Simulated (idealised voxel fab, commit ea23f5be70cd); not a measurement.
process module | voxel lift off
cross-section cut | 190 nm wide | cells 5 nm
A cross-section is a grid of square cells, given in bands from the top down. A band is one or more rows of cells.
Each band's line starts with the height of the band's top and of its bottom, in nm. Then come its materials from left to right, each with its width in nm. One material with "throughout" fills the band from edge to edge. "air" is empty space.
Height 0 is the level under which the wafer as received is all one material. The lowest band goes on downwards, as in "0 down".
A width such as "30 to 40" changes by the same amount from each row of cells to the next, from the band's top row to its bottom row.
"no change" after a step means that no cell of the cross-section changed.
closed voids: empty space of 8 cells or more with no open way to the top, each as width x height at its distance from the left edge, in nm
after a step's settings: what the simulator itself notes on the step
overlay nm, on a step with a mask: how far to the right of its planned place the mask lay; to the left if negative
plan
1 op RECEIVE | material Si
2 op CONFORMAL_DEP | material Al2O3 | thk nm 5
3 op PATTERN | tone open | mask id LINES | material resist | width nm 20 | pitch nm 55 | thk nm 20 | overlay nm 0
4 op DIRECTIONAL_DEP | material Ru | thk nm 10
5 op STRIP | etch materials resist
6 op CONFORMAL_DEP | material SiCN | thk nm 5
varied across the wafers: width nm of step 3. The plan shows the first wafer's value. All wafers start alike
first wafer as received, after step 1
  0 down: Si throughout
  closed voids: none
first wafer at the end, after step 6
  20 to 15: air 50 | SiCN 30 | air 25 | SiCN 30 | air 55
  15 to 10: air 50 | SiCN 5 | Ru 20 | SiCN 5 | air 25 | SiCN 5 | Ru 20 | SiCN 5 | air 55
  10 to 5: SiCN 55 | Ru 20 | SiCN 35 | Ru 20 | SiCN 60
  5 to 0: Al2O3 throughout
  0 down: Si throughout
  closed voids: none
last wafer at the end
  20 to 15: air 40 | SiCN 50 | air 5 | SiCN 50 | air 45
  15 to 10: air 40 | SiCN 5 | Ru 40 | SiCN 5 | air 5 | SiCN 5 | Ru 40 | SiCN 5 | air 45
  10 to 5: SiCN 45 | Ru 40 | SiCN 15 | Ru 40 | SiCN 50
  5 to 0: Al2O3 throughout
  0 down: Si throughout
  closed voids: none
each wafer at the end: cells of each material gained (+) or lost (-) since it was received, then its closed voids
width nm 20 | +38 Al2O3 | +16 Ru | +46 SiCN | closed voids: none
width nm 25 | +38 Al2O3 | +20 Ru | +46 SiCN | closed voids: none
width nm 30 | +38 Al2O3 | +24 Ru | +46 SiCN | closed voids: none
width nm 35 | +38 Al2O3 | +28 Ru | +46 SiCN | closed voids: none
width nm 40 | +38 Al2O3 | +32 Ru | +46 SiCN | closed voids: none
